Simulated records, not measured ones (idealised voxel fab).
process module | voxel gate over fins
cross-section cut | 285 nm wide | cells 5 nm
A cross-section is a grid of square cells, given in bands from the top down. A band is one or more rows of cells.
Each band's line starts with the height of the band's top and of its bottom, in nm. Then come its materials from left to right, each with its width in nm. One material with "throughout" fills the band from edge to edge. "air" is empty space.
Height 0 is the level under which the wafer as received is all one material. The lowest band goes on downwards, as in "0 down".
A width such as "30 to 40" changes by the same amount from each row of cells to the next, from the band's top row to its bottom row.
"no change" after a step means that no cell of the cross-section changed.
closed voids: empty space of 8 cells or more with no open way to the top, each as width x height at its distance from the left edge, in nm
after a step's settings: what the simulator itself notes on the step
overlay nm, on a step with a mask: how far to the right of its planned place the mask lay; to the left if negative
plan
1 op RECEIVE | material Si
2 op CONFORMAL_DEP | material SiN | thk nm 5
3 op MASKED_ETCH | tone cover | mask id FINS | width nm 15 | pitch nm 55 | etch materials SiN | depth nm 5 | overlay nm 0
4 op MASKED_ETCH | tone cover | mask id FINS | width nm 15 | pitch nm 55 | etch materials Si | depth nm 40 | overlay nm 0
5 op OXIDIZE | depth nm 5
6 op FILL_DEP | material SiO2 | thk nm 15
7 op CMP | height nm 5
8 op MASKED_ETCH | tone open | mask id RAIL | width nm 15 | etch materials SiO2 | depth nm 40 | overlay nm 0
9 op CONFORMAL_DEP | material TiN | thk nm 5
10 op FILL_DEP | material W | thk nm 5
11 op CMP | height nm 5
12 op SELECTIVE_ETCH | etch materials W Ru TiN | depth nm 25
13 op FILL_DEP | material SiO2 | thk nm 5
14 op CMP | height nm 5
15 op SELECTIVE_ETCH | etch materials SiO2 | depth nm 20
16 op STRIP | etch materials SiN
17 op CONFORMAL_DEP | material HfO2 | thk nm 5
18 op CONFORMAL_DEP | material TiN | thk nm 5
19 op FILL_DEP | material W | thk nm 15
20 op CMP | height nm 20
21 op CONFORMAL_DEP | material SiCN | thk nm 5
varied across the wafers: thk nm of step 2. The plan shows the first wafer's value. All wafers start alike
first wafer as received, after step 1
  0 down: Si throughout
  closed voids: none
each wafer at the end: cells of each material gained (+) or lost (-) since it was received, then its closed voids
thk nm 5 | +81 HfO2 | -477 Si | +57 SiCN | +309 SiO2 | +88 TiN | +227 W | closed voids: none
thk nm 10 | +57 HfO2 | +57 SiCN | +57 TiN | +114 W | closed voids: none
thk nm 15 | +57 HfO2 | +57 SiCN | +57 TiN | +114 W | closed voids: none
thk nm 20 | +57 HfO2 | +57 SiCN | +57 TiN | +114 W | closed voids: none
